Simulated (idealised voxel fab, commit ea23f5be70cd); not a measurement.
The process module presented herein is designated voxel self aligned vias.
Section shown: cut. Width: 290 nm. Cell size: 5 nm, square.
A cross-section in this document is a grid of square cells, and it is written down as bands, the top band listed before the ones below it; a band is made up of one or more rows of cells.
Each band's line starts with the height of the band's top and of its bottom, in nm. Then come its materials from left to right, each with its width in nm. One material with "everywhere" fills the band from edge to edge. "empty" is empty space.
Height 0 is the level under which the wafer as received is all one material. The lowest band goes on downwards, as in "0 -> down".
Width: "30..40" (first number = top row, second number = bottom row, same change from row to row of cells).
No cell of the cross-section changed in a step that is given as "nothing was modified".
Closed empty spaces (no open way to the top) of 8 cells or more are what "Sealed void listing" lists, each as width x height at distance from the left edge, nm for all three.
Past the settings on a step's line: simulator remark, on that step.
A step line may carry the setting "overlay nm", which, for steps involving a mask, states the distance by which the mask lay to the right of its intended position; negative values denote displacement to the left.
### Below is the list of planned process steps
1,RECEIVE (material Si)
2,CONFORMAL_DEP (material SiO2; thk nm 10)
3,CONFORMAL_DEP (material SiCN; thk nm 5)
4,DIRECTIONAL_DEP (material SiO2; thk nm 20)
5,MASKED_ETCH (tone open; mask id LINES; width nm 25; pitch nm 50; etch materials SiO2; depth nm 20; overlay nm 0)
6,CONFORMAL_DEP (material TiN; thk nm 5)
7,FILL_DEP (material Ru; thk nm 5)
8,CMP (height nm 35)
9,SELECTIVE_ETCH (etch materials W Ru TiN; depth nm 5)
10,FILL_DEP (material SiN; thk nm 10)
11,CMP (height nm 35)
12,DIRECTIONAL_DEP (material SiO2; thk nm 15)
13,DIRECTIONAL_DEP (material aC; thk nm 10)
14,PATTERN (tone open; mask id VIAS; material resist; width nm 35; pitch nm 50; thk nm 30; overlay nm 0)
15,DIRECTIONAL_ETCH (etch materials aC; depth nm 10)
16,STRIP (etch materials resist)
17,DIRECTIONAL_ETCH (etch materials SiO2; depth nm 15)
18,DIRECTIONAL_ETCH (etch materials SiN; depth nm 5)
19,STRIP (etch materials aC)
20,CONFORMAL_DEP (material TiN; thk nm 5)
21,FILL_DEP (material Cu; thk nm 5)
22,CMP (height nm 50)
23,CONFORMAL_DEP (material SiN; thk nm 5)
### First wafer out of two, processed as planned
### Shown in cross-section is the wafer as received, that is, as it stands after step 1
  0 -> down  Si everywhere
  Sealed void listing: none
### The wafer in cross-section once step 2 is complete
  10 -> 0  SiO2 everywhere
  Beneath the level 0, the cross-section is identical to its previous state.
### The wafer in cross-section once step 3 is complete
  15 -> 10  SiCN everywhere
  Beneath the level 10, the cross-section is identical to its previous state.
### The wafer in cross-section once step 4 is complete
  35 -> 15  SiO2 everywhere
  Beneath the level 15, the cross-section is identical to its previous state.
### The wafer in cross-section once step 5 is complete
  35 -> 15  SiO2 105 nm, empty 25 nm, SiO2 25 nm, empty 25 nm, SiO2 110 nm
  Beneath the level 15, the cross-section is identical to its previous state.
### The wafer in cross-section once step 6 is complete
  40 -> 35  TiN 110 nm, empty 15 nm, TiN 35 nm, empty 15 nm, TiN 115 nm
  35 -> 20  SiO2 105 nm, TiN 5 nm, empty 15 nm, TiN 5 nm, SiO2 25 nm, TiN 5 nm, empty 15 nm, TiN 5 nm, SiO2 110 nm
  20 -> 15  SiO2 105 nm, TiN 25 nm, SiO2 25 nm, TiN 25 nm, SiO2 110 nm
  Beneath the level 15, the cross-section is identical to its previous state.
### The wafer in cross-section once step 7 is complete
  45 -> 40  Ru everywhere
  40 -> 35  TiN 110 nm, Ru 15 nm, TiN 35 nm, Ru 15 nm, TiN 115 nm
  35 -> 20  SiO2 105 nm, TiN 5 nm, Ru 15 nm, TiN 5 nm, SiO2 25 nm, TiN 5 nm, Ru 15 nm, TiN 5 nm, SiO2 110 nm
  Beneath the level 20, the cross-section is identical to its previous state.
### The wafer in cross-section once step 8 is complete
  35 -> 20  SiO2 105 nm, TiN 5 nm, Ru 15 nm, TiN 5 nm, SiO2 25 nm, TiN 5 nm, Ru 15 nm, TiN 5 nm, SiO2 110 nm
  Beneath the level 20, the cross-section is identical to its previous state.
### The wafer in cross-section once step 9 is complete
  35 -> 30  SiO2 105 nm, empty 25 nm, SiO2 25 nm, empty 25 nm, SiO2 110 nm
  Beneath the level 30, the cross-section is identical to its previous state.
### The wafer in cross-section once step 10 is complete
  45 -> 35  SiN everywhere
  35 -> 30  SiO2 105 nm, SiN 25 nm, SiO2 25 nm, SiN 25 nm, SiO2 110 nm
  Beneath the level 30, the cross-section is identical to its previous state.
### The wafer in cross-section once step 11 is complete
  35 -> 30  SiO2 105 nm, SiN 25 nm, SiO2 25 nm, SiN 25 nm, SiO2 110 nm
  Beneath the level 30, the cross-section is identical to its previous state.
### The wafer in cross-section once step 12 is complete
  50 -> 35  SiO2 everywhere
  Beneath the level 35, the cross-section is identical to its previous state.
### The wafer in cross-section once step 13 is complete
  60 -> 50  aC everywhere
  Beneath the level 50, the cross-section is identical to its previous state.
### The wafer in cross-section once step 14 is complete
  90 -> 60  resist 100 nm, empty 35 nm, resist 15 nm, empty 35 nm, resist 105 nm
  Beneath the level 60, the cross-section is identical to its previous state.
### The wafer in cross-section once step 15 is complete
  80 -> 60  resist 100 nm, empty 35 nm, resist 15 nm, empty 35 nm, resist 105 nm
  60 -> 50  aC 100 nm, empty 35 nm, aC 15 nm, empty 35 nm, aC 105 nm
  Beneath the level 50, the cross-section is identical to its previous state.
### The wafer in cross-section once step 16 is complete
  60 -> 50  aC 100 nm, empty 35 nm, aC 15 nm, empty 35 nm, aC 105 nm
  Beneath the level 50, the cross-section is identical to its previous state.
### The wafer in cross-section once step 17 is complete
  60 -> 50  aC 100 nm, empty 35 nm, aC 15 nm, empty 35 nm, aC 105 nm
  50 -> 35  SiO2 100 nm, empty 35 nm, SiO2 15 nm, empty 35 nm, SiO2 105 nm
  Beneath the level 35, the cross-section is identical to its previous state.
### The wafer in cross-section once step 18 is complete
  60 -> 50  aC 100 nm, empty 35 nm, aC 15 nm, empty 35 nm, aC 105 nm
  50 -> 35  SiO2 100 nm, empty 35 nm, SiO2 15 nm, empty 35 nm, SiO2 105 nm
  35 -> 30  SiO2 105 nm, empty 25 nm, SiO2 25 nm, empty 25 nm, SiO2 110 nm
  Beneath the level 30, the cross-section is identical to its previous state.
### The wafer in cross-section once step 19 is complete
  50 -> 35  SiO2 100 nm, empty 35 nm, SiO2 15 nm, empty 35 nm, SiO2 105 nm
  Beneath the level 35, the cross-section is identical to its previous state.
### The wafer in cross-section once step 20 is complete
  55 -> 50  TiN 105 nm, empty 25 nm, TiN 25 nm, empty 25 nm, TiN 110 nm
  50 -> 40  SiO2 100 nm, TiN 5 nm, empty 25 nm, TiN 5 nm, SiO2 15 nm, TiN 5 nm, empty 25 nm, TiN 5 nm, SiO2 105 nm
  40 -> 35  SiO2 100 nm, TiN 10 nm, empty 15 nm, TiN 10 nm, SiO2 15 nm, TiN 10 nm, empty 15 nm, TiN 10 nm, SiO2 105 nm
  35 -> 30  SiO2 105 nm, TiN 25 nm, SiO2 25 nm, TiN 25 nm, SiO2 110 nm
  Beneath the level 30, the cross-section is identical to its previous state.
### The wafer in cross-section once step 21 is complete
  60 -> 55  Cu everywhere
  55 -> 50  TiN 105 nm, Cu 25 nm, TiN 25 nm, Cu 25 nm, TiN 110 nm
  50 -> 40  SiO2 100 nm, TiN 5 nm, Cu 25 nm, TiN 5 nm, SiO2 15 nm, TiN 5 nm, Cu 25 nm, TiN 5 nm, SiO2 105 nm
  40 -> 35  SiO2 100 nm, TiN 10 nm, Cu 15 nm, TiN 10 nm, SiO2 15 nm, TiN 10 nm, Cu 15 nm, TiN 10 nm, SiO2 105 nm
  Beneath the level 35, the cross-section is identical to its previous state.
### The wafer in cross-section once step 22 is complete
  50 -> 40  SiO2 100 nm, TiN 5 nm, Cu 25 nm, TiN 5 nm, SiO2 15 nm, TiN 5 nm, Cu 25 nm, TiN 5 nm, SiO2 105 nm
  Beneath the level 40, the cross-section is identical to its previous state.
### The wafer in cross-section once step 23 is complete
  55 -> 50  SiN everywhere
  Beneath the level 50, the cross-section is identical to its previous state.
### Second wafer. Start and plan as for the first. One mistake made in running. Agrees with the first up to and including step 1
### Cross-section of the second wafer at the time by which step 2 should have been completed according to the plan
  10 -> 0  Ru everywhere
  Beneath the level 0, the cross-section is identical to its previous state.
### Cross-section of the second wafer at the time by which step 3 should have been completed according to the plan
  15 -> 10  SiCN everywhere
  Beneath the level 10, the cross-section is identical to its previous state.
### Cross-section of the second wafer at the time by which step 4 should have been completed according to the plan
  35 -> 15  SiO2 everywhere
  Beneath the level 15, the cross-section is identical to its previous state.
### Cross-section of the second wafer at the time by which step 5 should have been completed according to the plan
  35 -> 15  SiO2 105 nm, empty 25 nm, SiO2 25 nm, empty 25 nm, SiO2 110 nm
  Beneath the level 15, the cross-section is identical to its previous state.
### Cross-section of the second wafer at the time by which step 6 should have been completed according to the plan
  40 -> 35  TiN 110 nm, empty 15 nm, TiN 35 nm, empty 15 nm, TiN 115 nm
  35 -> 20  SiO2 105 nm, TiN 5 nm, empty 15 nm, TiN 5 nm, SiO2 25 nm, TiN 5 nm, empty 15 nm, TiN 5 nm, SiO2 110 nm
  20 -> 15  SiO2 105 nm, TiN 25 nm, SiO2 25 nm, TiN 25 nm, SiO2 110 nm
  Beneath the level 15, the cross-section is identical to its previous state.
### Cross-section of the second wafer at the time by which step 7 should have been completed according to the plan
  45 -> 40  Ru everywhere
  40 -> 35  TiN 110 nm, Ru 15 nm, TiN 35 nm, Ru 15 nm, TiN 115 nm
  35 -> 20  SiO2 105 nm, TiN 5 nm, Ru 15 nm, TiN 5 nm, SiO2 25 nm, TiN 5 nm, Ru 15 nm, TiN 5 nm, SiO2 110 nm
  Beneath the level 20, the cross-section is identical to its previous state.
### Cross-section of the second wafer at the time by which step 8 should have been completed according to the plan
  35 -> 20  SiO2 105 nm, TiN 5 nm, Ru 15 nm, TiN 5 nm, SiO2 25 nm, TiN 5 nm, Ru 15 nm, TiN 5 nm, SiO2 110 nm
  Beneath the level 20, the cross-section is identical to its previous state.
### Cross-section of the second wafer at the time by which step 9 should have been completed according to the plan
  35 -> 30  SiO2 105 nm, empty 25 nm, SiO2 25 nm, empty 25 nm, SiO2 110 nm
  Beneath the level 30, the cross-section is identical to its previous state.
### Cross-section of the second wafer at the time by which step 10 should have been completed according to the plan
  45 -> 35  SiN everywhere
  35 -> 30  SiO2 105 nm, SiN 25 nm, SiO2 25 nm, SiN 25 nm, SiO2 110 nm
  Beneath the level 30, the cross-section is identical to its previous state.
### Cross-section of the second wafer at the time by which step 11 should have been completed according to the plan
  35 -> 30  SiO2 105 nm, SiN 25 nm, SiO2 25 nm, SiN 25 nm, SiO2 110 nm
  Beneath the level 30, the cross-section is identical to its previous state.
### Cross-section of the second wafer at the time by which step 12 should have been completed according to the plan
  50 -> 35  SiO2 everywhere
  Beneath the level 35, the cross-section is identical to its previous state.
### Cross-section of the second wafer at the time by which step 13 should have been completed according to the plan
  60 -> 50  aC everywhere
  Beneath the level 50, the cross-section is identical to its previous state.
### Cross-section of the second wafer at the time by which step 14 should have been completed according to the plan
  90 -> 60  resist 100 nm, empty 35 nm, resist 15 nm, empty 35 nm, resist 105 nm
  Beneath the level 60, the cross-section is identical to its previous state.
### Cross-section of the second wafer at the time by which step 15 should have been completed according to the plan
  80 -> 60  resist 100 nm, empty 35 nm, resist 15 nm, empty 35 nm, resist 105 nm
  60 -> 50  aC 100 nm, empty 35 nm, aC 15 nm, empty 35 nm, aC 105 nm
  Beneath the level 50, the cross-section is identical to its previous state.
### Cross-section of the second wafer at the time by which step 16 should have been completed according to the plan
  60 -> 50  aC 100 nm, empty 35 nm, aC 15 nm, empty 35 nm, aC 105 nm
  Beneath the level 50, the cross-section is identical to its previous state.
### Cross-section of the second wafer at the time by which step 17 should have been completed according to the plan
  60 -> 50  aC 100 nm, empty 35 nm, aC 15 nm, empty 35 nm, aC 105 nm
  50 -> 35  SiO2 100 nm, empty 35 nm, SiO2 15 nm, empty 35 nm, SiO2 105 nm
  Beneath the level 35, the cross-section is identical to its previous state.
### Cross-section of the second wafer at the time by which step 18 should have been completed according to the plan
  60 -> 50  aC 100 nm, empty 35 nm, aC 15 nm, empty 35 nm, aC 105 nm
  50 -> 35  SiO2 100 nm, empty 35 nm, SiO2 15 nm, empty 35 nm, SiO2 105 nm
  35 -> 30  SiO2 105 nm, empty 25 nm, SiO2 25 nm, empty 25 nm, SiO2 110 nm
  Beneath the level 30, the cross-section is identical to its previous state.
### Cross-section of the second wafer at the time by which step 19 should have been completed according to the plan
  50 -> 35  SiO2 100 nm, empty 35 nm, SiO2 15 nm, empty 35 nm, SiO2 105 nm
  Beneath the level 35, the cross-section is identical to its previous state.
### Cross-section of the second wafer at the time by which step 20 should have been completed according to the plan
  55 -> 50  TiN 105 nm, empty 25 nm, TiN 25 nm, empty 25 nm, TiN 110 nm
  50 -> 40  SiO2 100 nm, TiN 5 nm, empty 25 nm, TiN 5 nm, SiO2 15 nm, TiN 5 nm, empty 25 nm, TiN 5 nm, SiO2 105 nm
  40 -> 35  SiO2 100 nm, TiN 10 nm, empty 15 nm, TiN 10 nm, SiO2 15 nm, TiN 10 nm, empty 15 nm, TiN 10 nm, SiO2 105 nm
  35 -> 30  SiO2 105 nm, TiN 25 nm, SiO2 25 nm, TiN 25 nm, SiO2 110 nm
  Beneath the level 30, the cross-section is identical to its previous state.
### Cross-section of the second wafer at the time by which step 21 should have been completed according to the plan
  60 -> 55  Cu everywhere
  55 -> 50  TiN 105 nm, Cu 25 nm, TiN 25 nm, Cu 25 nm, TiN 110 nm
  50 -> 40  SiO2 100 nm, TiN 5 nm, Cu 25 nm, TiN 5 nm, SiO2 15 nm, TiN 5 nm, Cu 25 nm, TiN 5 nm, SiO2 105 nm
  40 -> 35  SiO2 100 nm, TiN 10 nm, Cu 15 nm, TiN 10 nm, SiO2 15 nm, TiN 10 nm, Cu 15 nm, TiN 10 nm, SiO2 105 nm
  Beneath the level 35, the cross-section is identical to its previous state.
### Cross-section of the second wafer at the time by which step 22 should have been completed according to the plan
  50 -> 40  SiO2 100 nm, TiN 5 nm, Cu 25 nm, TiN 5 nm, SiO2 15 nm, TiN 5 nm, Cu 25 nm, TiN 5 nm, SiO2 105 nm
  Beneath the level 40, the cross-section is identical to its previous state.
### Cross-section of the second wafer at the time by which step 23 should have been completed according to the plan
  55 -> 50  SiN everywhere
  Beneath the level 50, the cross-section is identical to its previous state.
It is concluded that the wafer was processed incorrectly with respect to the plan, in that step 2 did not happen as planned, as run it was CONFORMAL_DEP (material Ru; thk nm 10)
Count the cells at the end and the second wafer has more or fewer of some materials than the first: Ru: 116 more; SiO2: 116 fewer
